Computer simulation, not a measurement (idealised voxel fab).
process module | voxel capacitor over wiring
cross-section cut | 235 nm wide | cells 5 nm
A cross-section is a grid of square cells, given in bands from the top down. A band is one or more rows of cells.
Each band's line starts with the height of the band's top and of its bottom, in nm. Then come its materials from left to right, each with its width in nm. One material with "throughout" fills the band from edge to edge. "air" is empty space.
Height 0 is the level under which the wafer as received is all one material. The lowest band goes on downwards, as in "0 down".
A width such as "30 to 40" changes by the same amount from each row of cells to the next, from the band's top row to its bottom row.
"no change" after a step means that no cell of the cross-section changed.
closed voids: empty space of 8 cells or more with no open way to the top, each as width x height at its distance from the left edge, in nm
after a step's settings: what the simulator itself notes on the step
overlay nm, on a step with a mask: how far to the right of its planned place the mask lay; to the left if negative
plan
1 op RECEIVE | material Si
2 op CONFORMAL_DEP | material SiO2 | thk nm 10
3 op CONFORMAL_DEP | material SiCN | thk nm 5
4 op DIRECTIONAL_DEP | material lowk | thk nm 20
5 op DIRECTIONAL_DEP | material aC | thk nm 15
6 op PATTERN | tone open | mask id METAL_1 | material resist | width nm 30 | pitch nm 85 | thk nm 30 | overlay nm 0
7 op DIRECTIONAL_ETCH | etch materials aC | depth nm 15
8 op STRIP | etch materials resist
9 op DIRECTIONAL_ETCH | etch materials lowk | depth nm 20
10 op DIRECTIONAL_ETCH | etch materials SiCN | depth nm 5
11 op STRIP | etch materials aC
12 op CONFORMAL_DEP | material TiN | thk nm 5
13 op FILL_DEP | material Ru | thk nm 10
14 op CMP | height nm 35
15 op CONFORMAL_DEP | material SiCN | thk nm 5
16 op DIRECTIONAL_DEP | material lowk | thk nm 10
17 op MASKED_ETCH | tone open | mask id PLUG_1 | width nm 15 | etch materials lowk | depth nm 10 | overlay nm 0
18 op MASKED_ETCH | tone open | mask id PLUG_1 | width nm 15 | etch materials SiCN | depth nm 5 | overlay nm 0
19 op EPI | material Ru | thk nm 10
20 op EPI | material Ru | thk nm 5
21 op DIRECTIONAL_DEP | material TiN | thk nm 10
22 op DIRECTIONAL_DEP | material HfO2 | thk nm 5
23 op DIRECTIONAL_DEP | material TiN | thk nm 5
24 op PATTERN | tone cover | mask id UPPER_PLATE | material resist | width nm 60 | thk nm 15 | overlay nm 0
25 op DIRECTIONAL_ETCH | etch materials TiN | depth nm 5
26 op DIRECTIONAL_ETCH | etch materials HfO2 | depth nm 5
27 op STRIP | etch materials resist
28 op PATTERN | tone cover | mask id LOWER_PLATE | material resist | width nm 70 | thk nm 20 | overlay nm 0
29 op DIRECTIONAL_ETCH | etch materials TiN | depth nm 10
30 op STRIP | etch materials resist
31 op FILL_DEP | material SiO2 | thk nm 20
32 op CMP | height nm 85
33 op DIRECTIONAL_DEP | material aC | thk nm 10
34 op PATTERN | tone open | mask id PLUG_2 | material resist | width nm 15 | thk nm 30 | overlay nm 0
35 op DIRECTIONAL_ETCH | etch materials aC | depth nm 10
36 op STRIP | etch materials resist
37 op DIRECTIONAL_ETCH | etch materials SiO2 | depth nm 15
38 op STRIP | etch materials aC
39 op CONFORMAL_DEP | material TiN | thk nm 5
40 op FILL_DEP | material Cu | thk nm 5
41 op CMP | height nm 85
42 op CONFORMAL_DEP | material SiN | thk nm 5
as received, after step 1
  0 down: Si throughout
  closed voids: none
a wafer at the end: this start, this plan, one mistake
  90 to 85: SiN throughout
  85 to 75: SiO2 80 | TiN 5 | Cu 15 | TiN 5 | SiO2 130
  75 to 65: SiO2 80 to 75 | TiN 25 to 60 | SiO2 130 to 100
  65 to 60: SiO2 75 | HfO2 60 | SiO2 100
  60 to 50: SiO2 70 | TiN 70 | SiO2 95
  50 to 40: lowk 75 | Ru 15 | lowk 145
  40 to 35: SiCN 75 | Ru 15 | SiCN 145
  35 to 15: lowk 60 | TiN 5 | Ru 20 | TiN 5 | lowk 55 | TiN 5 | Ru 20 | TiN 5 | lowk 60
  15 to 10: SiCN 60 | TiN 30 | SiCN 55 | TiN 30 | SiCN 60
  10 to 0: SiO2 throughout
  0 down: Si throughout
  closed voids: none
what went wrong: step 34 ran as: op PATTERN | tone open | mask id PLUG_2 | material resist | width nm 25 | thk nm 30 | overlay nm 0
